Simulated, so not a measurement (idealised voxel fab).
Proc. module: voxel spacer lines
In the cross-section labelled cut, the width is 180 nm and each square cell is 5 nm.
A cross-section is written here as square cells arranged in a grid, and it is given in bands from the top down, each band taking up one or more rows of cells.
Quick guide to a band line: top height, bottom height (nm) up front; then every material left to right with its width in nm. Only one material and it's marked "throughout"? Then it fills the band edge to edge. And "blank" just means empty space.
Ref level 0: as-received wafer is one material below here. Bottom band extends down with no lower bound ("z 0 and below").
With a width like "30->40", each row of cells in the band differs from the next by the same amount, the top row carrying the first number and the bottom row the second.
What does "remained the same" mean for a step? It means no cell of the cross-section changed in that step.
Enclosed voids (no open way to top), threshold 8 cells or more, entry "Entrapped voids", notation width x height at distance, distance from left edge, nm.
Where a step's line continues beyond its settings, the continuation is a remark by the simulator itself on that step.
What "overlay nm" on a step's line means: if the step has a mask, that mask lay this far to the right of its planned place, or, when the value is negative, to the left.
[List of planned process steps]
1) op RECEIVE | material Si
2) op CONFORMAL_DEP | material Al2O3 | thk nm 10
3) op DIRECTIONAL_DEP | material TiN | thk nm 10
4) op DIRECTIONAL_DEP | material aC | thk nm 30
5) op PATTERN | tone cover | mask id MANDREL | material resist | width nm 25 | pitch nm 70 | thk nm 35 | overlay nm 0
6) op DIRECTIONAL_ETCH | etch materials aC | depth nm 30
7) op STRIP | etch materials resist
8) op CONFORMAL_DEP | material SiN | thk nm 10
9) op DIRECTIONAL_ETCH | etch materials SiN | depth nm 10
10) op STRIP | etch materials aC
11) op DIRECTIONAL_ETCH | etch materials TiN | depth nm 10
12) op STRIP | etch materials SiN
13) op FILL_DEP | material lowk | thk nm 10
14) op CMP | height nm 20
[Run as planned: first of two wafers]
[Cross-section: wafer on arrival = after step 1]
	z 0 and below: Si throughout
	Entrapped voids: none
[The following cross-section depicts the wafer upon completion of step 2]
	z 10 to 0: Al2O3 throughout
	Everything below 0 is unchanged.
[The following cross-section depicts the wafer upon completion of step 3]
	z 20 to 10: TiN throughout
	Everything below 10 is unchanged.
[The following cross-section depicts the wafer upon completion of step 4]
	z 50 to 20: aC throughout
	Everything below 20 is unchanged.
[The following cross-section depicts the wafer upon completion of step 5]
	z 85 to 50: 40 blank, then 25 resist, then 45 blank, then 25 resist, then 45 blank
	Everything below 50 is unchanged.
[The following cross-section depicts the wafer upon completion of step 6]
	z 55 to 50: 40 blank, then 25 resist, then 45 blank, then 25 resist, then 45 blank
	z 50 to 20: 40 blank, then 25 aC, then 45 blank, then 25 aC, then 45 blank
	Everything below 20 is unchanged.
[The following cross-section depicts the wafer upon completion of step 7]
	z 50 to 20: 40 blank, then 25 aC, then 45 blank, then 25 aC, then 45 blank
	Everything below 20 is unchanged.
[The following cross-section depicts the wafer upon completion of step 8]
	z 60 to 50: 30 blank, then 45 SiN, then 25 blank, then 45 SiN, then 35 blank
	z 50 to 30: 30 blank, then 10 SiN, then 25 aC, then 10 SiN, then 25 blank, then 10 SiN, then 25 aC, then 10 SiN, then 35 blank
	z 30 to 20: 40 SiN, then 25 aC, then 45 SiN, then 25 aC, then 45 SiN
	Everything below 20 is unchanged.
[The following cross-section depicts the wafer upon completion of step 9]
	z 50 to 20: 30 blank, then 10 SiN, then 25 aC, then 10 SiN, then 25 blank, then 10 SiN, then 25 aC, then 10 SiN, then 35 blank
	Everything below 20 is unchanged.
[The following cross-section depicts the wafer upon completion of step 10]
	z 50 to 20: 30 blank, then 10 SiN, then 25 blank, then 10 SiN, then 25 blank, then 10 SiN, then 25 blank, then 10 SiN, then 35 blank
	Everything below 20 is unchanged.
[The following cross-section depicts the wafer upon completion of step 11]
	z 50 to 20: 30 blank, then 10 SiN, then 25 blank, then 10 SiN, then 25 blank, then 10 SiN, then 25 blank, then 10 SiN, then 35 blank
	z 20 to 10: 30 blank, then 10 TiN, then 25 blank, then 10 TiN, then 25 blank, then 10 TiN, then 25 blank, then 10 TiN, then 35 blank
	Everything below 10 is unchanged.
[The following cross-section depicts the wafer upon completion of step 12]
	z 20 to 10: 30 blank, then 10 TiN, then 25 blank, then 10 TiN, then 25 blank, then 10 TiN, then 25 blank, then 10 TiN, then 35 blank
	Everything below 10 is unchanged.
[The following cross-section depicts the wafer upon completion of step 13]
	z 30 to 20: lowk throughout
	z 20 to 10: 30 lowk, then 10 TiN, then 25 lowk, then 10 TiN, then 25 lowk, then 10 TiN, then 25 lowk, then 10 TiN, then 35 lowk
	Everything below 10 is unchanged.
[The following cross-section depicts the wafer upon completion of step 14]
	z 20 to 10: 30 lowk, then 10 TiN, then 25 lowk, then 10 TiN, then 25 lowk, then 10 TiN, then 25 lowk, then 10 TiN, then 35 lowk
	Everything below 10 is unchanged.
[Wafer two: like wafer one in start and plan, but with one mistake in execution; identical up to and including step 5]
[X-section, second wafer, when step 6 was due to finish]
	z 25 to 20: 40 blank, then 25 aC, then 45 blank, then 25 aC, then 45 blank
	Everything below 20 is unchanged.
X-section, second wafer, when step 7 was due to finish: remained the same
[X-section, second wafer, when step 8 was due to finish]
	z 35 to 30: 30 blank, then 45 SiN, then 25 blank, then 45 SiN, then 35 blank
	z 30 to 25: SiN throughout
	z 25 to 20: 40 SiN, then 25 aC, then 45 SiN, then 25 aC, then 45 SiN
	Everything below 20 is unchanged.
[X-section, second wafer, when step 9 was due to finish]
	z 25 to 20: 30 blank, then 10 SiN, then 25 aC, then 10 SiN, then 25 blank, then 10 SiN, then 25 aC, then 10 SiN, then 35 blank
	Everything below 20 is unchanged.
[X-section, second wafer, when step 10 was due to finish]
	z 25 to 20: 30 blank, then 10 SiN, then 25 blank, then 10 SiN, then 25 blank, then 10 SiN, then 25 blank, then 10 SiN, then 35 blank
	Everything below 20 is unchanged.
[X-section, second wafer, when step 11 was due to finish]
	z 25 to 20: 30 blank, then 10 SiN, then 25 blank, then 10 SiN, then 25 blank, then 10 SiN, then 25 blank, then 10 SiN, then 35 blank
	z 20 to 10: 30 blank, then 10 TiN, then 25 blank, then 10 TiN, then 25 blank, then 10 TiN, then 25 blank, then 10 TiN, then 35 blank
	Everything below 10 is unchanged.
[X-section, second wafer, when step 12 was due to finish]
	z 20 to 10: 30 blank, then 10 TiN, then 25 blank, then 10 TiN, then 25 blank, then 10 TiN, then 25 blank, then 10 TiN, then 35 blank
	Everything below 10 is unchanged.
[X-section, second wafer, when step 13 was due to finish]
	z 30 to 20: lowk throughout
	z 20 to 10: 30 lowk, then 10 TiN, then 25 lowk, then 10 TiN, then 25 lowk, then 10 TiN, then 25 lowk, then 10 TiN, then 35 lowk
	Everything below 10 is unchanged.
[X-section, second wafer, when step 14 was due to finish]
	z 20 to 10: 30 lowk, then 10 TiN, then 25 lowk, then 10 TiN, then 25 lowk, then 10 TiN, then 25 lowk, then 10 TiN, then 35 lowk
	Everything below 10 is unchanged.
Finding, execution versus plan: twice over, step 6 of the plan was run
If you compare the two wafers at the end, their cross-sections are the same, so as far as this model is concerned the mistake changes nothing.
